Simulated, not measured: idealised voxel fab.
This section sets out a process module, namely voxel transistor to metal.
Xsec cut, 165 nm wide, square cell size 5 nm.
A cross-section is a grid of square cells, given in bands from the top down. A band is one or more rows of cells. Band: top height; bottom height; in nm. Then, left to right: material with width in nm, for each material. "throughout": a single material spanning edge to edge. "air": empty space. We count height from 0. Below that, the starting wafer is all one material. The lowest band never ends at the bottom but goes on down; see "0 -> down" for how that is written. A two-number width, for instance "30..40", indicates that the width is equal to the first number in the top row of the band and to the second number in the bottom row, and that it changes by a constant amount per row of cells. "remained the same", as given for a step, is the statement that not any cell of the cross-section underwent a change during that step. Voids not open to the top, 8 cells minimum: see "Cavities, sealed". Written width x height at distance; distance is from the left edge; nm. Where a step's line continues beyond its settings, the continuation is a remark by the simulator itself on that step. The "overlay nm" setting may appear on a step's line; for a step that uses a mask, it gives how far to the right of its planned position the mask lay, and a negative value indicates the left.
The following list gives the planned process steps:
| 1 | RECEIVE (material Si) |
| 2 | CONFORMAL_DEP (material SiO2; thk nm 5) |
| 3 | CONFORMAL_DEP (material SiN; thk nm 10) |
| 4 | DIRECTIONAL_DEP (material aC; thk nm 15) |
| 5 | PATTERN (tone cover; mask id ACTIVE; material resist; width nm 95; thk nm 30; overlay nm 0) |
| 6 | DIRECTIONAL_ETCH (etch materials aC; depth nm 15) |
| 7 | STRIP (etch materials resist) |
| 8 | DIRECTIONAL_ETCH (etch materials SiN; depth nm 10) |
| 9 | DIRECTIONAL_ETCH (etch materials SiO2; depth nm 5) |
| 10 | DIRECTIONAL_ETCH (etch materials Si; depth nm 20) |
| 11 | STRIP (etch materials aC) |
| 12 | OXIDIZE (depth nm 5) |
| 13 | FILL_DEP (material SiO2; thk nm 15) |
| 14 | CMP (height nm 15) |
| 15 | SELECTIVE_ETCH (etch materials SiO2; depth nm 5) |
| 16 | STRIP (etch materials SiN) |
| 17 | SELECTIVE_ETCH (etch materials SiO2; depth nm 5) |
| 18 | OXIDIZE (depth nm 5) |
| 19 | DIRECTIONAL_DEP (material polySi; thk nm 20) |
| 20 | DIRECTIONAL_DEP (material SiCN; thk nm 15) |
| 21 | PATTERN (tone cover; mask id GATE; material resist; width nm 15; thk nm 20; overlay nm 0) |
| 22 | DIRECTIONAL_ETCH (etch materials SiCN; depth nm 25) |
| 23 | DIRECTIONAL_ETCH (etch materials polySi; depth nm 30) |
| 24 | STRIP (etch materials resist) |
| 25 | CONFORMAL_DEP (material SiN; thk nm 5) |
| 26 | DIRECTIONAL_ETCH (etch materials SiN; depth nm 5) |
| 27 | DIRECTIONAL_ETCH (etch materials SiO2; depth nm 5) |
| 28 | EPI (material SiGe; thk nm 5) |
| 29 | FILL_DEP (material SiO2; thk nm 10) |
| 30 | CMP (height nm 35) |
| 31 | DIRECTIONAL_DEP (material SiO2; thk nm 10) |
| 32 | PATTERN (tone open; mask id CONTACT; material resist; width nm 20; pitch nm 65; thk nm 15; overlay nm 0) |
| 33 | DIRECTIONAL_ETCH (etch materials SiO2; depth nm 45) |
| 34 | STRIP (etch materials resist) |
| 35 | CONFORMAL_DEP (material TiN; thk nm 5) |
| 36 | FILL_DEP (material Ru; thk nm 5) |
| 37 | CMP (height nm 45) |
| 38 | DIRECTIONAL_DEP (material TiN; thk nm 5) |
| 39 | DIRECTIONAL_DEP (material Ru; thk nm 20) |
| 40 | MASKED_ETCH (tone cover; mask id METAL_1; width nm 20; pitch nm 65; etch materials Ru; depth nm 20; overlay nm 0) |
| 41 | MASKED_ETCH (tone cover; mask id METAL_1; width nm 20; pitch nm 65; etch materials TiN; depth nm 5; overlay nm 0) |
| 42 | FILL_DEP (material SiO2; thk nm 10) |
| 43 | CMP (height nm 70) |
| 44 | CONFORMAL_DEP (material SiN; thk nm 5) |
First wafer out of two, processed as planned:
Cross-section, incoming material, after step 1:
    0 -> down = Si throughout
    Cavities, sealed: none
Cross-section: wafer state after step 2:
    5 -> 0 = SiO2 throughout
    For the remainder of the cross-section, below 0, there is no change.
Cross-section: wafer state after step 3:
    15 -> 5 = SiN throughout
    For the remainder of the cross-section, below 5, there is no change.
Cross-section: wafer state after step 4:
    30 -> 15 = aC throughout
    For the remainder of the cross-section, below 15, there is no change.
Cross-section: wafer state after step 5:
    60 -> 30 = 35 air; 95 resist; 35 air
    For the remainder of the cross-section, below 30, there is no change.
Cross-section: wafer state after step 6:
    45 -> 30 = 35 air; 95 resist; 35 air
    30 -> 15 = 35 air; 95 aC; 35 air
    For the remainder of the cross-section, below 15, there is no change.
Cross-section: wafer state after step 7:
    30 -> 15 = 35 air; 95 aC; 35 air
    For the remainder of the cross-section, below 15, there is no change.
Cross-section: wafer state after step 8:
    30 -> 15 = 35 air; 95 aC; 35 air
    15 -> 5 = 35 air; 95 SiN; 35 air
    For the remainder of the cross-section, below 5, there is no change.
Cross-section: wafer state after step 9:
    30 -> 15 = 35 air; 95 aC; 35 air
    15 -> 5 = 35 air; 95 SiN; 35 air
    5 -> 0 = 35 air; 95 SiO2; 35 air
    For the remainder of the cross-section, below 0, there is no change.
Cross-section: wafer state after step 10:
    30 -> 15 = 35 air; 95 aC; 35 air
    15 -> 5 = 35 air; 95 SiN; 35 air
    5 -> 0 = 35 air; 95 SiO2; 35 air
    0 -> -20 = 35 air; 95 Si; 35 air
    For the remainder of the cross-section, below -20, there is no change.
Cross-section: wafer state after step 11:
    15 -> 5 = 35 air; 95 SiN; 35 air
    For the remainder of the cross-section, below 5, there is no change.
Cross-section: wafer state after step 12:
    15 -> 5 = 35 air; 95 SiN; 35 air
    5 -> 0 = 35 air; 95 SiO2; 35 air
    0 -> -20 = 35 air; 5 SiO2; 85 Si; 5 SiO2; 35 air
    -20 -> -25 = 40 SiO2; 85 Si; 40 SiO2
    For the remainder of the cross-section, below -25, there is no change.
Cross-section: wafer state after step 13:
    30 -> 15 = SiO2 throughout
    15 -> 5 = 35 SiO2; 95 SiN; 35 SiO2
    5 -> 0 = SiO2 throughout
    0 -> -25 = 40 SiO2; 85 Si; 40 SiO2
    For the remainder of the cross-section, below -25, there is no change.
Cross-section: wafer state after step 14:
    15 -> 5 = 35 SiO2; 95 SiN; 35 SiO2
    For the remainder of the cross-section, below 5, there is no change.
Cross-section: wafer state after step 15:
    15 -> 10 = 35 air; 95 SiN; 35 air
    For the remainder of the cross-section, below 10, there is no change.
Cross-section: wafer state after step 16:
    10 -> 5 = 35 SiO2; 95 air; 35 SiO2
    For the remainder of the cross-section, below 5, there is no change.
Cross-section: wafer state after step 17:
    5 -> 0 = 30 SiO2; 105 air; 30 SiO2
    For the remainder of the cross-section, below 0, there is no change.
Cross-section: wafer state after step 18:
    5 -> 0 = 30 SiO2; 105 air; 30 SiO2
    0 -> -5 = SiO2 throughout
    For the remainder of the cross-section, below -5, there is no change.
Cross-section: wafer state after step 19:
    25 -> 20 = 30 polySi; 105 air; 30 polySi
    20 -> 5 = polySi throughout
    5 -> 0 = 30 SiO2; 105 polySi; 30 SiO2
    For the remainder of the cross-section, below 0, there is no change.
Cross-section: wafer state after step 20:
    40 -> 35 = 30 SiCN; 105 air; 30 SiCN
    35 -> 25 = SiCN throughout
    25 -> 20 = 30 polySi; 105 SiCN; 30 polySi
    For the remainder of the cross-section, below 20, there is no change.
Cross-section: wafer state after step 21:
    60 -> 40 = 75 air; 15 resist; 75 air
    40 -> 35 = 30 SiCN; 45 air; 15 resist; 45 air; 30 SiCN
    For the remainder of the cross-section, below 35, there is no change.
Cross-section: wafer state after step 22:
    60 -> 35 = 75 air; 15 resist; 75 air
    35 -> 25 = 75 air; 15 SiCN; 75 air
    25 -> 20 = 30 polySi; 45 air; 15 SiCN; 45 air; 30 polySi
    For the remainder of the cross-section, below 20, there is no change.
Cross-section: wafer state after step 23:
    60 -> 35 = 75 air; 15 resist; 75 air
    35 -> 20 = 75 air; 15 SiCN; 75 air
    20 -> 5 = 75 air; 15 polySi; 75 air
    5 -> 0 = 30 SiO2; 45 air; 15 polySi; 45 air; 30 SiO2
    For the remainder of the cross-section, below 0, there is no change.
Cross-section: wafer state after step 24:
    35 -> 20 = 75 air; 15 SiCN; 75 air
    For the remainder of the cross-section, below 20, there is no change.
Cross-section: wafer state after step 25:
    40 -> 35 = 70 air; 25 SiN; 70 air
    35 -> 20 = 70 air; 5 SiN; 15 SiCN; 5 SiN; 70 air
    20 -> 10 = 70 air; 5 SiN; 15 polySi; 5 SiN; 70 air
    10 -> 5 = 35 SiN; 35 air; 5 SiN; 15 polySi; 5 SiN; 35 air; 35 SiN
    5 -> 0 = 30 SiO2; 45 SiN; 15 polySi; 45 SiN; 30 SiO2
    For the remainder of the cross-section, below 0, there is no change.
Cross-section: wafer state after step 26:
    35 -> 20 = 70 air; 5 SiN; 15 SiCN; 5 SiN; 70 air
    20 -> 5 = 70 air; 5 SiN; 15 polySi; 5 SiN; 70 air
    5 -> 0 = 30 SiO2; 5 SiN; 35 air; 5 SiN; 15 polySi; 5 SiN; 35 air; 5 SiN; 30 SiO2
    For the remainder of the cross-section, below 0, there is no change.
Cross-section: wafer state after step 27:
    35 -> 20 = 70 air; 5 SiN; 15 SiCN; 5 SiN; 70 air
    20 -> 5 = 70 air; 5 SiN; 15 polySi; 5 SiN; 70 air
    5 -> 0 = 30 air; 5 SiN; 35 air; 5 SiN; 15 polySi; 5 SiN; 35 air; 5 SiN; 30 air
    0 -> -5 = 35 SiO2; 35 air; 25 SiO2; 35 air; 35 SiO2
    For the remainder of the cross-section, below -5, there is no change.
Cross-section: wafer state after step 28:
    35 -> 20 = 70 air; 5 SiN; 15 SiCN; 5 SiN; 70 air
    20 -> 5 = 70 air; 5 SiN; 15 polySi; 5 SiN; 70 air
    5 -> 0 = 30 air; 5 SiN; 35 air; 5 SiN; 15 polySi; 5 SiN; 35 air; 5 SiN; 30 air
    0 -> -5 = 35 SiO2; 35 SiGe; 25 SiO2; 35 SiGe; 35 SiO2
    For the remainder of the cross-section, below -5, there is no change.
Cross-section: wafer state after step 29:
    45 -> 35 = SiO2 throughout
    35 -> 20 = 70 SiO2; 5 SiN; 15 SiCN; 5 SiN; 70 SiO2
    20 -> 5 = 70 SiO2; 5 SiN; 15 polySi; 5 SiN; 70 SiO2
    5 -> 0 = 30 SiO2; 5 SiN; 35 SiO2; 5 SiN; 15 polySi; 5 SiN; 35 SiO2; 5 SiN; 30 SiO2
    For the remainder of the cross-section, below 0, there is no change.
Cross-section: wafer state after step 30:
    35 -> 20 = 70 SiO2; 5 SiN; 15 SiCN; 5 SiN; 70 SiO2
    For the remainder of the cross-section, below 20, there is no change.
Cross-section: wafer state after step 31:
    45 -> 35 = SiO2 throughout
    For the remainder of the cross-section, below 35, there is no change.
Cross-section: wafer state after step 32:
    60 -> 45 = 40 resist; 20 air; 45 resist; 20 air; 40 resist
    For the remainder of the cross-section, below 45, there is no change.
Cross-section: wafer state after step 33:
    60 -> 45 = 40 resist; 20 air; 45 resist; 20 air; 40 resist
    45 -> 35 = 40 SiO2; 20 air; 45 SiO2; 20 air; 40 SiO2
    35 -> 20 = 40 SiO2; 20 air; 10 SiO2; 5 SiN; 15 SiCN; 5 SiN; 10 SiO2; 20 air; 40 SiO2
    20 -> 5 = 40 SiO2; 20 air; 10 SiO2; 5 SiN; 15 polySi; 5 SiN; 10 SiO2; 20 air; 40 SiO2
    5 -> 0 = 30 SiO2; 5 SiN; 5 SiO2; 20 air; 10 SiO2; 5 SiN; 15 polySi; 5 SiN; 10 SiO2; 20 air; 5 SiO2; 5 SiN; 30 SiO2
    For the remainder of the cross-section, below 0, there is no change.
Cross-section: wafer state after step 34:
    45 -> 35 = 40 SiO2; 20 air; 45 SiO2; 20 air; 40 SiO2
    For the remainder of the cross-section, below 35, there is no change.
Cross-section: wafer state after step 35:
    50 -> 45 = 45 TiN; 10 air; 55 TiN; 10 air; 45 TiN
    45 -> 35 = 40 SiO2; 5 TiN; 10 air; 5 TiN; 45 SiO2; 5 TiN; 10 air; 5 TiN; 40 SiO2
    35 -> 20 = 40 SiO2; 5 TiN; 10 air; 5 TiN; 10 SiO2; 5 SiN; 15 SiCN; 5 SiN; 10 SiO2; 5 TiN; 10 air; 5 TiN; 40 SiO2
    20 -> 5 = 40 SiO2; 5 TiN; 10 air; 5 TiN; 10 SiO2; 5 SiN; 15 polySi; 5 SiN; 10 SiO2; 5 TiN; 10 air; 5 TiN; 40 SiO2
    5 -> 0 = 30 SiO2; 5 SiN; 5 SiO2; 20 TiN; 10 SiO2; 5 SiN; 15 polySi; 5 SiN; 10 SiO2; 20 TiN; 5 SiO2; 5 SiN; 30 SiO2
    For the remainder of the cross-section, below 0, there is no change.
Cross-section: wafer state after step 36:
    55 -> 50 = Ru throughout
    50 -> 45 = 45 TiN; 10 Ru; 55 TiN; 10 Ru; 45 TiN
    45 -> 35 = 40 SiO2; 5 TiN; 10 Ru; 5 TiN; 45 SiO2; 5 TiN; 10 Ru; 5 TiN; 40 SiO2
    35 -> 20 = 40 SiO2; 5 TiN; 10 Ru; 5 TiN; 10 SiO2; 5 SiN; 15 SiCN; 5 SiN; 10 SiO2; 5 TiN; 10 Ru; 5 TiN; 40 SiO2
    20 -> 5 = 40 SiO2; 5 TiN; 10 Ru; 5 TiN; 10 SiO2; 5 SiN; 15 polySi; 5 SiN; 10 SiO2; 5 TiN; 10 Ru; 5 TiN; 40 SiO2
    For the remainder of the cross-section, below 5, there is no change.
Cross-section: wafer state after step 37:
    45 -> 35 = 40 SiO2; 5 TiN; 10 Ru; 5 TiN; 45 SiO2; 5 TiN; 10 Ru; 5 TiN; 40 SiO2
    For the remainder of the cross-section, below 35, there is no change.
Cross-section: wafer state after step 38:
    50 -> 45 = TiN throughout
    For the remainder of the cross-section, below 45, there is no change.
Cross-section: wafer state after step 39:
    70 -> 50 = Ru throughout
    For the remainder of the cross-section, below 50, there is no change.
Cross-section: wafer state after step 40:
    70 -> 50 = 40 air; 20 Ru; 45 air; 20 Ru; 40 air
    For the remainder of the cross-section, below 50, there is no change.
Cross-section: wafer state after step 41:
    70 -> 50 = 40 air; 20 Ru; 45 air; 20 Ru; 40 air
    50 -> 45 = 40 air; 20 TiN; 45 air; 20 TiN; 40 air
    For the remainder of the cross-section, below 45, there is no change.
Cross-section: wafer state after step 42:
    80 -> 70 = SiO2 throughout
    70 -> 50 = 40 SiO2; 20 Ru; 45 SiO2; 20 Ru; 40 SiO2
    50 -> 45 = 40 SiO2; 20 TiN; 45 SiO2; 20 TiN; 40 SiO2
    For the remainder of the cross-section, below 45, there is no change.
Cross-section: wafer state after step 43:
    70 -> 50 = 40 SiO2; 20 Ru; 45 SiO2; 20 Ru; 40 SiO2
    For the remainder of the cross-section, below 50, there is no change.
Cross-section: wafer state after step 44:
    75 -> 70 = SiN throughout
    For the remainder of the cross-section, below 70, there is no change.
What follows concerns the second wafer, which started out like the first and was meant to follow the very same plan; one mistake crept in when it was run, but everything up to and including step 4 is the same as for the first wafer:
Cross-section: second wafer, time at which step 5 was scheduled to end:
    60 -> 30 = 35 resist; 95 air; 35 resist
    For the remainder of the cross-section, below 30, there is no change.
Cross-section: second wafer, time at which step 6 was scheduled to end:
    45 -> 30 = 35 resist; 95 air; 35 resist
    30 -> 15 = 35 aC; 95 air; 35 aC
    For the remainder of the cross-section, below 15, there is no change.
Cross-section: second wafer, time at which step 7 was scheduled to end:
    30 -> 15 = 35 aC; 95 air; 35 aC
    For the remainder of the cross-section, below 15, there is no change.
Cross-section: second wafer, time at which step 8 was scheduled to end:
    30 -> 15 = 35 aC; 95 air; 35 aC
    15 -> 5 = 35 SiN; 95 air; 35 SiN
    For the remainder of the cross-section, below 5, there is no change.
Cross-section: second wafer, time at which step 9 was scheduled to end:
    30 -> 15 = 35 aC; 95 air; 35 aC
    15 -> 5 = 35 SiN; 95 air; 35 SiN
    5 -> 0 = 35 SiO2; 95 air; 35 SiO2
    For the remainder of the cross-section, below 0, there is no change.
Cross-section: second wafer, time at which step 10 was scheduled to end:
    30 -> 15 = 35 aC; 95 air; 35 aC
    15 -> 5 = 35 SiN; 95 air; 35 SiN
    5 -> 0 = 35 SiO2; 95 air; 35 SiO2
    0 -> -20 = 35 Si; 95 air; 35 Si
    For the remainder of the cross-section, below -20, there is no change.
Cross-section: second wafer, time at which step 11 was scheduled to end:
    15 -> 5 = 35 SiN; 95 air; 35 SiN
    For the remainder of the cross-section, below 5, there is no change.
Cross-section: second wafer, time at which step 12 was scheduled to end:
    15 -> 5 = 35 SiN; 95 air; 35 SiN
    5 -> 0 = 35 SiO2; 95 air; 35 SiO2
    0 -> -20 = 30 Si; 5 SiO2; 95 air; 5 SiO2; 30 Si
    -20 -> -25 = 30 Si; 105 SiO2; 30 Si
    For the remainder of the cross-section, below -25, there is no change.
Cross-section: second wafer, time at which step 13 was scheduled to end:
    30 -> 15 = SiO2 throughout
    15 -> 5 = 35 SiN; 95 SiO2; 35 SiN
    5 -> 0 = SiO2 throughout
    0 -> -25 = 30 Si; 105 SiO2; 30 Si
    For the remainder of the cross-section, below -25, there is no change.
Cross-section: second wafer, time at which step 14 was scheduled to end:
    15 -> 5 = 35 SiN; 95 SiO2; 35 SiN
    For the remainder of the cross-section, below 5, there is no change.
Cross-section: second wafer, time at which step 15 was scheduled to end:
    15 -> 10 = 35 SiN; 95 air; 35 SiN
    For the remainder of the cross-section, below 10, there is no change.
Cross-section: second wafer, time at which step 16 was scheduled to end:
    10 -> 5 = 35 air; 95 SiO2; 35 air
    For the remainder of the cross-section, below 5, there is no change.
Cross-section: second wafer, time at which step 17 was scheduled to end:
    5 -> 0 = 40 air; 85 SiO2; 40 air
    For the remainder of the cross-section, below 0, there is no change.
Cross-section: second wafer, time at which step 18 was scheduled to end:
    5 -> 0 = 40 air; 85 SiO2; 40 air
    0 -> -5 = SiO2 throughout
    For the remainder of the cross-section, below -5, there is no change.
Cross-section: second wafer, time at which step 19 was scheduled to end:
    25 -> 20 = 40 air; 85 polySi; 40 air
    20 -> 5 = polySi throughout
    5 -> 0 = 40 polySi; 85 SiO2; 40 polySi
    For the remainder of the cross-section, below 0, there is no change.
Cross-section: second wafer, time at which step 20 was scheduled to end:
    40 -> 35 = 40 air; 85 SiCN; 40 air
    35 -> 25 = SiCN throughout
    25 -> 20 = 40 SiCN; 85 polySi; 40 SiCN
    For the remainder of the cross-section, below 20, there is no change.
Cross-section: second wafer, time at which step 21 was scheduled to end:
    60 -> 40 = 75 air; 15 resist; 75 air
    For the remainder of the cross-section, below 40, there is no change.
Cross-section: second wafer, time at which step 22 was scheduled to end:
    60 -> 40 = 75 air; 15 resist; 75 air
    40 -> 25 = 75 air; 15 SiCN; 75 air
    25 -> 20 = 40 air; 85 polySi; 40 air
    For the remainder of the cross-section, below 20, there is no change.
Cross-section: second wafer, time at which step 23 was scheduled to end:
    60 -> 40 = 75 air; 15 resist; 75 air
    40 -> 25 = 75 air; 15 SiCN; 75 air
    25 -> 5 = 75 air; 15 polySi; 75 air
    5 -> 0 = 40 air; 85 SiO2; 40 air
    For the remainder of the cross-section, below 0, there is no change.
Cross-section: second wafer, time at which step 24 was scheduled to end:
    40 -> 25 = 75 air; 15 SiCN; 75 air
    For the remainder of the cross-section, below 25, there is no change.
Cross-section: second wafer, time at which step 25 was scheduled to end:
    45 -> 40 = 70 air; 25 SiN; 70 air
    40 -> 25 = 70 air; 5 SiN; 15 SiCN; 5 SiN; 70 air
    25 -> 10 = 70 air; 5 SiN; 15 polySi; 5 SiN; 70 air
    10 -> 5 = 35 air; 40 SiN; 15 polySi; 40 SiN; 35 air
    5 -> 0 = 40 SiN; 85 SiO2; 40 SiN
    For the remainder of the cross-section, below 0, there is no change.
Cross-section: second wafer, time at which step 26 was scheduled to end:
    40 -> 25 = 70 air; 5 SiN; 15 SiCN; 5 SiN; 70 air
    25 -> 5 = 70 air; 5 SiN; 15 polySi; 5 SiN; 70 air
    5 -> 0 = 35 air; 5 SiN; 85 SiO2; 5 SiN; 35 air
    For the remainder of the cross-section, below 0, there is no change.
Cross-section: second wafer, time at which step 27 was scheduled to end:
    40 -> 25 = 70 air; 5 SiN; 15 SiCN; 5 SiN; 70 air
    25 -> 5 = 70 air; 5 SiN; 15 polySi; 5 SiN; 70 air
    5 -> 0 = 35 air; 5 SiN; 30 air; 25 SiO2; 30 air; 5 SiN; 35 air
    0 -> -5 = 35 air; 95 SiO2; 35 air
    For the remainder of the cross-section, below -5, there is no change.
Cross-section: second wafer, time at which step 28 was scheduled to end:
    40 -> 25 = 70 air; 5 SiN; 15 SiCN; 5 SiN; 70 air
    25 -> 5 = 70 air; 5 SiN; 15 polySi; 5 SiN; 70 air
    5 -> 0 = 35 air; 5 SiN; 30 air; 25 SiO2; 30 air; 5 SiN; 35 air
    0 -> -5 = 35 SiGe; 95 SiO2; 35 SiGe
    For the remainder of the cross-section, below -5, there is no change.
Cross-section: second wafer, time at which step 29 was scheduled to end:
    50 -> 40 = SiO2 throughout
    40 -> 25 = 70 SiO2; 5 SiN; 15 SiCN; 5 SiN; 70 SiO2
    25 -> 5 = 70 SiO2; 5 SiN; 15 polySi; 5 SiN; 70 SiO2
    5 -> 0 = 35 SiO2; 5 SiN; 85 SiO2; 5 SiN; 35 SiO2
    For the remainder of the cross-section, below 0, there is no change.
Cross-section: second wafer, time at which step 30 was scheduled to end:
    35 -> 25 = 70 SiO2; 5 SiN; 15 SiCN; 5 SiN; 70 SiO2
    For the remainder of the cross-section, below 25, there is no change.
Cross-section: second wafer, time at which step 31 was scheduled to end:
    45 -> 35 = SiO2 throughout
    For the remainder of the cross-section, below 35, there is no change.
Cross-section: second wafer, time at which step 32 was scheduled to end:
    60 -> 45 = 40 resist; 20 air; 45 resist; 20 air; 40 resist
    For the remainder of the cross-section, below 45, there is no change.
Cross-section: second wafer, time at which step 33 was scheduled to end:
    60 -> 45 = 40 resist; 20 air; 45 resist; 20 air; 40 resist
    45 -> 35 = 40 SiO2; 20 air; 45 SiO2; 20 air; 40 SiO2
    35 -> 25 = 40 SiO2; 20 air; 10 SiO2; 5 SiN; 15 SiCN; 5 SiN; 10 SiO2; 20 air; 40 SiO2
    25 -> 5 = 40 SiO2; 20 air; 10 SiO2; 5 SiN; 15 polySi; 5 SiN; 10 SiO2; 20 air; 40 SiO2
    5 -> 0 = 35 SiO2; 5 SiN; 20 air; 45 SiO2; 20 air; 5 SiN; 35 SiO2
    For the remainder of the cross-section, below 0, there is no change.
Cross-section: second wafer, time at which step 34 was scheduled to end:
    45 -> 35 = 40 SiO2; 20 air; 45 SiO2; 20 air; 40 SiO2
    For the remainder of the cross-section, below 35, there is no change.
Cross-section: second wafer, time at which step 35 was scheduled to end:
    50 -> 45 = 45 TiN; 10 air; 55 TiN; 10 air; 45 TiN
    45 -> 35 = 40 SiO2; 5 TiN; 10 air; 5 TiN; 45 SiO2; 5 TiN; 10 air; 5 TiN; 40 SiO2
    35 -> 25 = 40 SiO2; 5 TiN; 10 air; 5 TiN; 10 SiO2; 5 SiN; 15 SiCN; 5 SiN; 10 SiO2; 5 TiN; 10 air; 5 TiN; 40 SiO2
    25 -> 5 = 40 SiO2; 5 TiN; 10 air; 5 TiN; 10 SiO2; 5 SiN; 15 polySi; 5 SiN; 10 SiO2; 5 TiN; 10 air; 5 TiN; 40 SiO2
    5 -> 0 = 35 SiO2; 5 SiN; 20 TiN; 45 SiO2; 20 TiN; 5 SiN; 35 SiO2
    For the remainder of the cross-section, below 0, there is no change.
Cross-section: second wafer, time at which step 36 was scheduled to end:
    55 -> 50 = Ru throughout
    50 -> 45 = 45 TiN; 10 Ru; 55 TiN; 10 Ru; 45 TiN
    45 -> 35 = 40 SiO2; 5 TiN; 10 Ru; 5 TiN; 45 SiO2; 5 TiN; 10 Ru; 5 TiN; 40 SiO2
    35 -> 25 = 40 SiO2; 5 TiN; 10 Ru; 5 TiN; 10 SiO2; 5 SiN; 15 SiCN; 5 SiN; 10 SiO2; 5 TiN; 10 Ru; 5 TiN; 40 SiO2
    25 -> 5 = 40 SiO2; 5 TiN; 10 Ru; 5 TiN; 10 SiO2; 5 SiN; 15 polySi; 5 SiN; 10 SiO2; 5 TiN; 10 Ru; 5 TiN; 40 SiO2
    For the remainder of the cross-section, below 5, there is no change.
Cross-section: second wafer, time at which step 37 was scheduled to end:
    45 -> 35 = 40 SiO2; 5 TiN; 10 Ru; 5 TiN; 45 SiO2; 5 TiN; 10 Ru; 5 TiN; 40 SiO2
    For the remainder of the cross-section, below 35, there is no change.
Cross-section: second wafer, time at which step 38 was scheduled to end:
    50 -> 45 = TiN throughout
    For the remainder of the cross-section, below 45, there is no change.
Cross-section: second wafer, time at which step 39 was scheduled to end:
    70 -> 50 = Ru throughout
    For the remainder of the cross-section, below 50, there is no change.
Cross-section: second wafer, time at which step 40 was scheduled to end:
    70 -> 50 = 40 air; 20 Ru; 45 air; 20 Ru; 40 air
    For the remainder of the cross-section, below 50, there is no change.
Cross-section: second wafer, time at which step 41 was scheduled to end:
    70 -> 50 = 40 air; 20 Ru; 45 air; 20 Ru; 40 air
    50 -> 45 = 40 air; 20 TiN; 45 air; 20 TiN; 40 air
    For the remainder of the cross-section, below 45, there is no change.
Cross-section: second wafer, time at which step 42 was scheduled to end:
    80 -> 70 = SiO2 throughout
    70 -> 50 = 40 SiO2; 20 Ru; 45 SiO2; 20 Ru; 40 SiO2
    50 -> 45 = 40 SiO2; 20 TiN; 45 SiO2; 20 TiN; 40 SiO2
    For the remainder of the cross-section, below 45, there is no change.
Cross-section: second wafer, time at which step 43 was scheduled to end:
    70 -> 50 = 40 SiO2; 20 Ru; 45 SiO2; 20 Ru; 40 SiO2
    For the remainder of the cross-section, below 50, there is no change.
Cross-section: second wafer, time at which step 44 was scheduled to end:
    75 -> 70 = SiN throughout
    For the remainder of the cross-section, below 70, there is no change.
The mistake made against the process plan was this: step 5 was processed under conditions differing from the plan, specifically as PATTERN (tone open; mask id ACTIVE; material resist; width nm 95; thk nm 30; overlay nm 0)
Upon completion, the second wafer contains, in terms of cells, a greater or smaller amount of certain materials than the first wafer: -20 Si, -3 SiCN, -2 SiN, +25 SiO2
